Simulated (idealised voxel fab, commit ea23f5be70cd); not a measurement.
process module | voxel ribs on slabs
cross-section cut | 280 nm wide | cells 5 nm
A cross-section is a grid of square cells, given in bands from the top down. A band is one or more rows of cells.
Each band's line starts with the height of the band's top and of its bottom, in nm. Then come its materials from left to right, each with its width in nm. One material with "throughout" fills the band from edge to edge. "air" is empty space.
Height 0 is the level under which the wafer as received is all one material. The lowest band goes on downwards, as in "0 down".
A width such as "30 to 40" changes by the same amount from each row of cells to the next, from the band's top row to its bottom row.
"no change" after a step means that no cell of the cross-section changed.
closed voids: empty space of 8 cells or more with no open way to the top, each as width x height at its distance from the left edge, in nm
after a step's settings: what the simulator itself notes on the step
overlay nm, on a step with a mask: how far to the right of its planned place the mask lay; to the left if negative
plan
1 op RECEIVE | material Si
2 op DIRECTIONAL_DEP | material SiO2 | thk nm 25
3 op DIRECTIONAL_DEP | material SiN | thk nm 25
4 op MASKED_ETCH | tone cover | mask id RIB | width nm 15 | etch materials SiN | depth nm 15 | overlay nm 0
5 op PATTERN | tone cover | mask id SLAB | material resist | width nm 55 | thk nm 20 | overlay nm 0
6 op DIRECTIONAL_ETCH | etch materials SiN | depth nm 10
7 op STRIP | etch materials resist
8 op FILL_DEP | material SiO2 | thk nm 20
9 op CMP | height nm 65
10 op DIRECTIONAL_DEP | material TiN | thk nm 10
11 op DIRECTIONAL_DEP | material aC | thk nm 15
12 op PATTERN | tone cover | mask id HEATER | material resist | width nm 25 | thk nm 35 | overlay nm 0
13 op DIRECTIONAL_ETCH | etch materials aC | depth nm 15
14 op STRIP | etch materials resist
15 op DIRECTIONAL_ETCH | etch materials TiN | depth nm 10
16 op STRIP | etch materials aC
17 op CONFORMAL_DEP | material SiN | thk nm 10
as received, after step 1
  0 down: Si throughout
  closed voids: none
first wafer at the end, as planned
  85 to 75: air 115 | SiN 45 | air 120
  75 to 65: SiN 125 | TiN 25 | SiN 130
  65 to 50: SiO2 throughout
  50 to 35: SiO2 130 | SiN 15 | SiO2 135
  35 to 25: SiO2 110 | SiN 55 | SiO2 115
  25 to 0: SiO2 throughout
  0 down: Si throughout
  closed voids: none
second wafer at the end: like start, like plan, one mistake
  85 to 75: air 115 | SiN 45 | air 120
  75 to 65: SiN 125 | TiN 25 | SiN 130
  65 to 25: SiO2 throughout
  25 to 0: SiN throughout
  0 down: Si throughout
  closed voids: none
what went wrong: steps 2 and 3 were swapped
at the end the second wafer has, in cells: 249 more of SiN | 249 fewer of SiO2
